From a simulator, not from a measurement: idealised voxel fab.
The process module presented herein is designated voxel transistor to metal.
We display cut, a cross-section 185 nm in width whose square cells are each 5 nm.
Bands, listed from the top down, are how a cross-section gets written in this document; the cross-section itself is a grid of square cells, and a band is one or more rows of them. Top height, bottom height, nm. Materials left to right, width each, nm. Single material + "all across" = fills band edge to edge. "empty" = empty. Note: height 0 marks the level under which the wafer is uniformly one material as received. Lowest band unbounded below, written "from 0 down". Graded width ("30->40"): value in top row of band = first number; value in bottom row = second number; row-to-row change constant. Step note "no change occurred" = no cross-section cell changed. "Unvented cavities" contains a list of empty spaces, each no smaller than 8 cells and without an open way to the top, written in the form width x height at distance with the distance from the left edge and all three in nm. That trailing text on a step's line, after the settings, is the simulator's own remark on the step. Among the settings permitted on a step's line is "overlay nm"; applied to a step with a mask, it specifies the extent to which the mask lay to the right of its planned position, whereas a negative figure signifies a position to the left.
**The steps planned for the process are as follows**
- 1: RECEIVE, material Si
- 2: OXIDIZE, depth nm 5
- 3: CONFORMAL_DEP, material SiN, thk nm 10
- 4: DIRECTIONAL_DEP, material aC, thk nm 10
- 5: PATTERN, tone cover, mask id ACTIVE, material resist, width nm 95, thk nm 30, overlay nm 0
- 6: DIRECTIONAL_ETCH, etch materials aC, depth nm 10
- 7: STRIP, etch materials resist
- 8: DIRECTIONAL_ETCH, etch materials SiN, depth nm 10
- 9: DIRECTIONAL_ETCH, etch materials SiO2, depth nm 5
- 10: DIRECTIONAL_ETCH, etch materials Si, depth nm 25
- 11: STRIP, etch materials aC
- 12: FILL_DEP, material SiO2, thk nm 10
- 13: CMP, height nm 10
- 14: SELECTIVE_ETCH, etch materials SiO2, depth nm 5
- 15: STRIP, etch materials SiN
- 16: SELECTIVE_ETCH, etch materials SiO2, depth nm 5
- 17: OXIDIZE, depth nm 5
- 18: DIRECTIONAL_DEP, material polySi, thk nm 20
- 19: DIRECTIONAL_DEP, material SiCN, thk nm 15
- 20: DIRECTIONAL_DEP, material aC, thk nm 10
- 21: PATTERN, tone cover, mask id GATE, material resist, width nm 25, thk nm 30, overlay nm 0
- 22: DIRECTIONAL_ETCH, etch materials aC, depth nm 10
- 23: STRIP, etch materials resist
- 24: DIRECTIONAL_ETCH, etch materials SiCN, depth nm 25
- 25: DIRECTIONAL_ETCH, etch materials polySi, depth nm 30
- 26: STRIP, etch materials aC
- 27: CONFORMAL_DEP, material SiN, thk nm 10
- 28: DIRECTIONAL_ETCH, etch materials SiN, depth nm 10
- 29: DIRECTIONAL_ETCH, etch materials SiO2, depth nm 5
- 30: EPI, material nSi, thk nm 5
- 31: FILL_DEP, material SiO2, thk nm 5
- 32: CMP, height nm 15
- 33: STRIP, etch materials polySi
- 34: SELECTIVE_ETCH, etch materials SiO2, depth nm 5
- 35: CONFORMAL_DEP, material HfO2, thk nm 5
- 36: CONFORMAL_DEP, material TiN, thk nm 5
- 37: FILL_DEP, material W, thk nm 10
- 38: CMP, height nm 10
- 39: DIRECTIONAL_DEP, material SiO2, thk nm 15
- 40: DIRECTIONAL_DEP, material aC, thk nm 10
- 41: PATTERN, tone open, mask id CONTACT, material resist, width nm 15, pitch nm 70, thk nm 30, overlay nm 0
- 42: DIRECTIONAL_ETCH, etch materials aC, depth nm 10
- 43: STRIP, etch materials resist
- 44: DIRECTIONAL_ETCH, etch materials SiO2, depth nm 30
- 45: STRIP, etch materials aC
- 46: CONFORMAL_DEP, material TiN, thk nm 5
- 47: FILL_DEP, material W, thk nm 5
- 48: CMP, height nm 25
- 49: DIRECTIONAL_DEP, material TiN, thk nm 5
- 50: DIRECTIONAL_DEP, material W, thk nm 15
- 51: DIRECTIONAL_DEP, material aC, thk nm 15
- 52: PATTERN, tone cover, mask id METAL_1, material resist, width nm 15, pitch nm 70, thk nm 35, overlay nm 0
- 53: DIRECTIONAL_ETCH, etch materials aC, depth nm 15
- 54: STRIP, etch materials resist
- 55: DIRECTIONAL_ETCH, etch materials W, depth nm 15
- 56: DIRECTIONAL_ETCH, etch materials TiN, depth nm 5
- 57: STRIP, etch materials aC
- 58: FILL_DEP, material lowk, thk nm 10
- 59: CMP, height nm 45
- 60: CONFORMAL_DEP, material SiCN, thk nm 5
- 61: DIRECTIONAL_DEP, material SiO2, thk nm 35
- 62: PATTERN, tone open, mask id METAL_2, material resist, width nm 15, pitch nm 70, thk nm 20, overlay nm -15
- 63: DIRECTIONAL_ETCH, etch materials SiO2, depth nm 20
- 64: STRIP, etch materials resist
- 65: MASKED_ETCH, tone open, mask id METAL_2_HOLES, width nm 15, pitch nm 70, etch materials SiO2, depth nm 15, overlay nm 0
- 66: MASKED_ETCH, tone open, mask id METAL_2_HOLES, width nm 15, pitch nm 70, etch materials SiCN, depth nm 5, overlay nm 0
- 67: CONFORMAL_DEP, material TiN, thk nm 5
- 68: FILL_DEP, material Cu, thk nm 10
- 69: CMP, height nm 85
- 70: CONFORMAL_DEP, material SiCN, thk nm 5
Keep in mind the plan's value for the overlay nm of step 62 comes from the first wafer; the wafers don't share that setting, but they do share the same starting point.
**The first of several wafers as received, shown in cross-section; this is its state after step 1**
- from 0 down = Si all across
- Unvented cavities: none
**The table below has one row for each wafer; a row shows, as of the end of the module, how many cells of each material the wafer has gained, marked (+), or lost, marked (-), since it was received, and then the wafer's closed voids**
overlay nm -15 | +18 Cu | +13 HfO2 | -146 Si | +74 SiCN | +16 SiN | +466 SiO2 | +63 TiN | +30 W | +124 lowk | +8 nSi | Unvented cavities: none
overlay nm -10 | +14 Cu | +13 HfO2 | -146 Si | +72 SiCN | +16 SiN | +466 SiO2 | +69 TiN | +30 W | +124 lowk | +8 nSi | Unvented cavities: none
overlay nm -5 | +10 Cu | +13 HfO2 | -146 Si | +70 SiCN | +16 SiN | +466 SiO2 | +75 TiN | +30 W | +124 lowk | +8 nSi | Unvented cavities: none
overlay nm 0 | +14 Cu | +13 HfO2 | -146 Si | +68 SiCN | +16 SiN | +466 SiO2 | +73 TiN | +30 W | +124 lowk | +8 nSi | Unvented cavities: none
overlay nm 5 | +10 Cu | +13 HfO2 | -146 Si | +70 SiCN | +16 SiN | +466 SiO2 | +75 TiN | +30 W | +124 lowk | +8 nSi | Unvented cavities: none
overlay nm 10 | +14 Cu | +13 HfO2 | -146 Si | +72 SiCN | +16 SiN | +466 SiO2 | +69 TiN | +30 W | +124 lowk | +8 nSi | Unvented cavities: none
overlay nm 15 | +18 Cu | +13 HfO2 | -146 Si | +74 SiCN | +16 SiN | +466 SiO2 | +63 TiN | +30 W | +124 lowk | +8 nSi | Unvented cavities: none
